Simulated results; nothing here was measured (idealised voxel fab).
Process module under the name voxel released beams
Pictured: cross-section cut, 180 nm wide, on a grid of 5 nm square cells.
Think of the cross-section as a grid of square cells. We describe it in bands, top to bottom, and each band covers one or more rows of those cells.
Basically the band line says how high the top is and how high the bottom is, in nm, and then what's in it from left to right, every material with its width in nm. Empty space shows up as "blank", and if a single material carries "edge to edge" it runs the full band edge to edge.
Heights are expressed relative to 0, this being the level below which the as-received wafer comprises one material exclusively. The lowest band is unbounded in the downward direction and is denoted as in "top 0, no bottom".
A width given as "30 to 40" starts at the first number in the band's top row and ends at the second number in its bottom row, shifting by an equal amount at every step from row to row.
Take "no modification" at face value: in the step it is given for, the cross-section changed in none of its cells.
Each empty space that has no open way to the top and spans at least 8 cells appears under "Closed void catalog" as width x height at distance, the distance counted from the left edge, all in nm.
It should be noted that, on the line of a given step, the content following the step's settings is a remark produced by the simulator itself with respect to that step.
overlay nm, on a step with a mask: how far to the right of its planned place the mask lay; to the left if negative
SO HERE'S THE LINEUP OF PROCESS STEPS WE PLANNED
- 1: RECEIVE,material Si
- 2: CONFORMAL_DEP,material SiN,thk nm 5
- 3: DIRECTIONAL_DEP,material SiO2,thk nm 10
- 4: MASKED_ETCH,tone open,mask id ANCHOR,width nm 25,etch materials SiO2,depth nm 10,overlay nm 0
- 5: CONFORMAL_DEP,material TiN,thk nm 10
- 6: MASKED_ETCH,tone cover,mask id BEAM,width nm 80,etch materials TiN,depth nm 10,overlay nm 0
- 7: STRIP,etch materials SiO2
For this document, wafers share an identical start and vary in the step 4 width nm; the plan quotes the first wafer's value.
AS RECEIVED, I.E. AFTER STEP 1: CROSS-SECTION THROUGH THE FIRST OF SEVERAL WAFERS
> top 0, no bottom | Si edge to edge
> Closed void catalog: none
CROSS-SECTION OF THE FIRST OF SEVERAL WAFERS, TAKEN AFTER STEP 7, WHERE THE MODULE ENDS
> top 25, bottom 15 | blank 45 nm, then TiN 20 nm, then blank 5 nm, then TiN 55 nm, then blank 55 nm
> top 15, bottom 5 | blank 55 nm, then TiN 25 nm, then blank 100 nm
> top 5, bottom 0 | SiN edge to edge
> top 0, no bottom | Si edge to edge
> Closed void catalog: none
CROSS-SECTION OF THE FINAL WAFER AMONG SEVERAL, TAKEN AT THE END OF THE MODULE
> top 25, bottom 15 | blank 45 nm, then TiN 10 nm, then blank 30 nm, then TiN 40 nm, then blank 55 nm
> top 15, bottom 5 | blank 45 nm, then TiN 50 nm, then blank 85 nm
> top 5, bottom 0 | SiN edge to edge
> top 0, no bottom | Si edge to edge
> Closed void catalog: none
EACH ROW BELOW IS A WAFER AT THE END OF THE MODULE, LISTING FOR EVERY MATERIAL THE NUMBER OF CELLS IT HAS GAINED (+) OR LOST (-) SINCE IT WAS RECEIVED, FOLLOWED BY ITS CLOSED VOIDS
width nm 25 | +36 SiN | +40 TiN | Closed void catalog: none
width nm 30 | +36 SiN | +40 TiN | Closed void catalog: none
width nm 35 | +36 SiN | +40 TiN | Closed void catalog: none
width nm 40 | +36 SiN | +40 TiN | Closed void catalog: none
width nm 45 | +36 SiN | +40 TiN | Closed void catalog: none
width nm 50 | +36 SiN | +40 TiN | Closed void catalog: none
